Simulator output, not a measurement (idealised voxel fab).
process module | voxel capacitor over wiring
Pictured: cross-section cut, 230 nm wide, on a grid of 5 nm square cells.
This document writes a cross-section as a grid whose cells are square, and gives it as bands, listed from the top down; one or more rows of cells form a band.
A band entry consists of two parts. The first gives the height of the band's top and the height of its bottom, in nm. The rest lists the band's materials from left to right, each with its width in nm. A single material labelled with the word "throughout" fills the band from edge to edge, and the word "blank" marks empty space.
Ref level 0: as-received wafer is one material below here. Bottom band extends down with no lower bound ("from 0 down").
A width such as "30->40" changes by the same amount from each row of cells to the next, from the band's top row to its bottom row.
"nothing altered" after a step means that no cell of the cross-section changed.
"Sealed internal cavities" lists enclosed empty spaces (at least 8 cells, no open path upward to the top), each as width x height at distance from the left edge, in nm.
If you see something after the settings on a step's line, that's the simulator's own remark about that step.
The line of a step may include "overlay nm". On a step with a mask, this value is how far to the right of its planned place the mask lay. A negative value means the mask lay to the left.
Here's what the planned process steps look like
| 1 | RECEIVE with material Si |
| 2 | CONFORMAL_DEP with material SiO2, thk nm 10 |
| 3 | DIRECTIONAL_DEP with material TiN, thk nm 5 |
| 4 | DIRECTIONAL_DEP with material Ru, thk nm 25 |
| 5 | DIRECTIONAL_DEP with material aC, thk nm 15 |
| 6 | PATTERN with tone cover, mask id METAL_1, material resist, width nm 25, pitch nm 90, thk nm 30, overlay nm 0 |
| 7 | DIRECTIONAL_ETCH with etch materials aC, depth nm 15 |
| 8 | STRIP with etch materials resist |
| 9 | DIRECTIONAL_ETCH with etch materials Ru, depth nm 25 |
| 10 | DIRECTIONAL_ETCH with etch materials TiN, depth nm 5 |
| 11 | STRIP with etch materials aC |
| 12 | CONFORMAL_DEP with material SiCN, thk nm 5 |
| 13 | FILL_DEP with material SiO2, thk nm 10 |
| 14 | CMP with height nm 40 |
| 15 | CONFORMAL_DEP with material SiCN, thk nm 5 |
| 16 | DIRECTIONAL_DEP with material SiO2, thk nm 20 |
| 17 | PATTERN with tone open, mask id PLUG_1, material resist, width nm 15, thk nm 15, overlay nm 0 |
| 18 | DIRECTIONAL_ETCH with etch materials SiO2, depth nm 20 |
| 19 | DIRECTIONAL_ETCH with etch materials SiCN, depth nm 5 |
| 20 | STRIP with etch materials resist |
| 21 | CONFORMAL_DEP with material TiN, thk nm 5 |
| 22 | FILL_DEP with material Ru, thk nm 5 |
| 23 | CMP with height nm 65 |
| 24 | DIRECTIONAL_DEP with material TiN, thk nm 5 |
| 25 | DIRECTIONAL_DEP with material HfO2, thk nm 5 |
| 26 | DIRECTIONAL_DEP with material TiN, thk nm 5 |
| 27 | DIRECTIONAL_DEP with material aC, thk nm 10 |
| 28 | PATTERN with tone cover, mask id UPPER_PLATE, material resist, width nm 70, thk nm 25, overlay nm 0 |
| 29 | DIRECTIONAL_ETCH with etch materials aC, depth nm 10 |
| 30 | STRIP with etch materials resist |
| 31 | DIRECTIONAL_ETCH with etch materials TiN, depth nm 5 |
| 32 | DIRECTIONAL_ETCH with etch materials HfO2, depth nm 5 |
| 33 | STRIP with etch materials aC |
| 34 | DIRECTIONAL_DEP with material aC, thk nm 10 |
| 35 | PATTERN with tone cover, mask id LOWER_PLATE, material resist, width nm 80, thk nm 30, overlay nm 0 |
| 36 | DIRECTIONAL_ETCH with etch materials aC, depth nm 10 |
| 37 | STRIP with etch materials resist |
| 38 | DIRECTIONAL_ETCH with etch materials TiN, depth nm 5 |
| 39 | STRIP with etch materials aC |
| 40 | FILL_DEP with material SiO2, thk nm 15 |
| 41 | CMP with height nm 90 |
| 42 | PATTERN with tone open, mask id PLUG_2, material resist, width nm 15, thk nm 20, overlay nm 0 |
| 43 | DIRECTIONAL_ETCH with etch materials SiO2, depth nm 10 |
| 44 | STRIP with etch materials resist |
| 45 | CONFORMAL_DEP with material TiN, thk nm 5 |
| 46 | FILL_DEP with material W, thk nm 10 |
| 47 | CMP with height nm 90 |
| 48 | CONFORMAL_DEP with material SiN, thk nm 5 |
Shown in cross-section is the wafer as received, that is, as it stands after step 1
> from 0 down  Si throughout
> Sealed internal cavities: none
Here's the cross-section of the first of our two wafers at the end of the module - it ran as planned
> from 95 to 90  SiN throughout
> from 90 to 85  SiO2 (75), then TiN (5), then W (5), then TiN (5), then SiO2 (140)
> from 85 to 75  SiO2 (75->65), then TiN (15->70), then SiO2 (140->95)
> from 75 to 70  SiO2 (65), then HfO2 (70), then SiO2 (95)
> from 70 to 65  SiO2 (60), then TiN (80), then SiO2 (90)
> from 65 to 45  SiO2 (65), then TiN (5), then Ru (5), then TiN (5), then SiO2 (150)
> from 45 to 40  SiCN (65), then TiN (15), then SiCN (150)
> from 40 to 15  SiO2 (50), then SiCN (5), then Ru (25), then SiCN (5), then SiO2 (55), then SiCN (5), then Ru (25), then SiCN (5), then SiO2 (55)
> from 15 to 10  SiCN (55), then TiN (25), then SiCN (65), then TiN (25), then SiCN (60)
> from 10 to 0  SiO2 throughout
> from 0 down  Si throughout
> Sealed internal cavities: none
Presented here is a cross-section of the second of the two wafers as it stood at the end of the module. It was started in the same manner and assigned the same plan as the first wafer; however, one mistake was made in its execution
> from 95 to 90  SiN throughout
> from 90 to 85  SiO2 (75), then TiN (5), then W (5), then TiN (5), then SiO2 (140)
> from 85 to 75  SiO2 (75->65), then TiN (15->70), then SiO2 (140->95)
> from 75 to 70  SiO2 (65), then HfO2 (70), then SiO2 (95)
> from 70 to 65  SiO2 (60), then TiN (80), then SiO2 (90)
> from 65 to 45  SiO2 (65), then TiN (5), then Ru (5), then TiN (5), then SiO2 (150)
> from 45 to 40  SiCN (65), then TiN (15), then SiCN (150)
> from 40 to 15  Ru (55), then SiCN (5), then SiO2 (15), then SiCN (5), then Ru (65), then SiCN (5), then SiO2 (15), then SiCN (5), then Ru (60)
> from 15 to 10  TiN (55), then SiCN (25), then TiN (65), then SiCN (25), then TiN (60)
> from 10 to 0  SiO2 throughout
> from 0 down  Si throughout
> Sealed internal cavities: none
what went wrong: step 6 ran as: PATTERN with tone open, mask id METAL_1, material resist, width nm 25, pitch nm 90, thk nm 30, overlay nm 0
In the final state, the cell counts of the second wafer exceed or fall short of those of the first for the following materials: Ru +130 | SiCN -26 | SiO2 -130 | TiN +26
